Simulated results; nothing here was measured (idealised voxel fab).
process module | voxel gate over fins
cross-section cut | 285 nm wide | cells 5 nm
A cross-section is a grid of square cells, given in bands from the top down. A band is one or more rows of cells.
Each band's line starts with the height of the band's top and of its bottom, in nm. Then come its materials from left to right, each with its width in nm. One material with "throughout" fills the band from edge to edge. "air" is empty space.
Height 0 is the level under which the wafer as received is all one material. The lowest band goes on downwards, as in "0 down".
A width such as "30 to 40" changes by the same amount from each row of cells to the next, from the band's top row to its bottom row.
"no change" after a step means that no cell of the cross-section changed.
closed voids: empty space of 8 cells or more with no open way to the top, each as width x height at its distance from the left edge, in nm
after a step's settings: what the simulator itself notes on the step
overlay nm, on a step with a mask: how far to the right of its planned place the mask lay; to the left if negative
plan
1 op RECEIVE | material Si
2 op CONFORMAL_DEP | material SiN | thk nm 5
3 op DIRECTIONAL_DEP | material aC | thk nm 15
4 op PATTERN | tone cover | mask id FINS | material resist | width nm 15 | pitch nm 50 | thk nm 30 | overlay nm 0
5 op DIRECTIONAL_ETCH | etch materials aC | depth nm 15
6 op STRIP | etch materials resist
7 op DIRECTIONAL_ETCH | etch materials SiN | depth nm 5
8 op DIRECTIONAL_ETCH | etch materials Si | depth nm 40
9 op STRIP | etch materials aC
10 op FILL_DEP | material SiO2 | thk nm 10
11 op CMP | height nm 5
12 op DIRECTIONAL_DEP | material aC | thk nm 15
13 op PATTERN | tone open | mask id RAIL | material resist | width nm 15 | thk nm 35 | overlay nm -15
14 op DIRECTIONAL_ETCH | etch materials aC | depth nm 15
15 op STRIP | etch materials resist
16 op DIRECTIONAL_ETCH | etch materials SiO2 | depth nm 40
17 op STRIP | etch materials aC
18 op CONFORMAL_DEP | material TiN | thk nm 5
19 op FILL_DEP | material W | thk nm 5
20 op CMP | height nm 5
21 op SELECTIVE_ETCH | etch materials W Ru TiN | depth nm 20
22 op FILL_DEP | material SiO2 | thk nm 5
23 op CMP | height nm 5
24 op SELECTIVE_ETCH | etch materials SiO2 | depth nm 15
25 op STRIP | etch materials SiN
26 op CONFORMAL_DEP | material HfO2 | thk nm 5
27 op CONFORMAL_DEP | material TiN | thk nm 5
28 op CONFORMAL_DEP | material TiAl | thk nm 5
29 op CONFORMAL_DEP | material TiN | thk nm 5
30 op FILL_DEP | material W | thk nm 10
31 op CMP | height nm 25
32 op CONFORMAL_DEP | material SiN | thk nm 10
varied across the wafers: overlay nm of step 13. The plan shows the first wafer's value. All wafers start alike
first wafer as received, after step 1
  0 down: Si throughout
  closed voids: none
each wafer at the end: cells of each material gained (+) or lost (-) since it was received, then its closed voids
overlay nm -15 | +69 HfO2 | -384 Si | +114 SiN | +280 SiO2 | +69 TiAl | +142 TiN | +109 W | closed voids: none
overlay nm -10 | +69 HfO2 | -384 Si | +114 SiN | +276 SiO2 | +69 TiAl | +143 TiN | +112 W | closed voids: none
overlay nm -5 | +69 HfO2 | -384 Si | +114 SiN | +276 SiO2 | +69 TiAl | +143 TiN | +112 W | closed voids: none
overlay nm 0 | +69 HfO2 | -384 Si | +114 SiN | +276 SiO2 | +69 TiAl | +143 TiN | +112 W | closed voids: none
overlay nm 5 | +69 HfO2 | -384 Si | +114 SiN | +276 SiO2 | +69 TiAl | +143 TiN | +112 W | closed voids: none
overlay nm 10 | +69 HfO2 | -384 Si | +114 SiN | +276 SiO2 | +69 TiAl | +143 TiN | +112 W | closed voids: none
overlay nm 15 | +69 HfO2 | -384 Si | +114 SiN | +280 SiO2 | +69 TiAl | +142 TiN | +109 W | closed voids: none
